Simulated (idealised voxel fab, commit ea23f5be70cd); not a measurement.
process module | voxel plated lines
cross-section cut | 200 nm wide | cells 5 nm
A cross-section is a grid of square cells, given in bands from the top down. A band is one or more rows of cells.
Each band's line starts with the height of the band's top and of its bottom, in nm. Then come its materials from left to right, each with its width in nm. One material with "throughout" fills the band from edge to edge. "air" is empty space.
Height 0 is the level under which the wafer as received is all one material. The lowest band goes on downwards, as in "0 down".
A width such as "30 to 40" changes by the same amount from each row of cells to the next, from the band's top row to its bottom row.
"no change" after a step means that no cell of the cross-section changed.
closed voids: empty space of 8 cells or more with no open way to the top, each as width x height at its distance from the left edge, in nm
after a step's settings: what the simulator itself notes on the step
overlay nm, on a step with a mask: how far to the right of its planned place the mask lay; to the left if negative
plan
1 op RECEIVE | material Si
2 op CONFORMAL_DEP | material Al2O3 | thk nm 10
3 op DIRECTIONAL_DEP | material TiN | thk nm 5
4 op PATTERN | tone open | mask id LINES | material resist | width nm 25 | pitch nm 55 | thk nm 35 | overlay nm 0
5 op EPI | material Ru | thk nm 10
6 op EPI | material Ru | thk nm 5
7 op EPI | material Ru | thk nm 5
8 op STRIP | etch materials resist
9 op DIRECTIONAL_ETCH | etch materials TiN | depth nm 5
10 op CONFORMAL_DEP | material SiN | thk nm 10
as received, after step 1
  0 down: Si throughout
  closed voids: none
first wafer at the end, as planned
  45 to 35: air 50 | SiN 45 | air 10 | SiN 45 | air 50
  35 to 20: air 50 | SiN 10 | Ru 25 | SiN 10 | air 10 | SiN 10 | Ru 25 | SiN 10 | air 50
  20 to 15: SiN 60 | Ru 25 | SiN 30 | Ru 25 | SiN 60
  15 to 10: SiN 60 | TiN 25 | SiN 30 | TiN 25 | SiN 60
  10 to 0: Al2O3 throughout
  0 down: Si throughout
  closed voids: none
second wafer at the end: like start, like plan, one mistake
  55 to 45: air 50 | SiN 45 | air 10 | SiN 45 | air 50
  45 to 20: air 50 | SiN 10 | Ru 25 | SiN 10 | air 10 | SiN 10 | Ru 25 | SiN 10 | air 50
  20 to 15: SiN 60 | Ru 25 | SiN 30 | Ru 25 | SiN 60
  15 to 10: SiN 60 | TiN 25 | SiN 30 | TiN 25 | SiN 60
  10 to 0: Al2O3 throughout
  0 down: Si throughout
  closed voids: none
what went wrong: step 5 was run twice
at the end the second wafer has, in cells: 20 more of Ru | 16 more of SiN
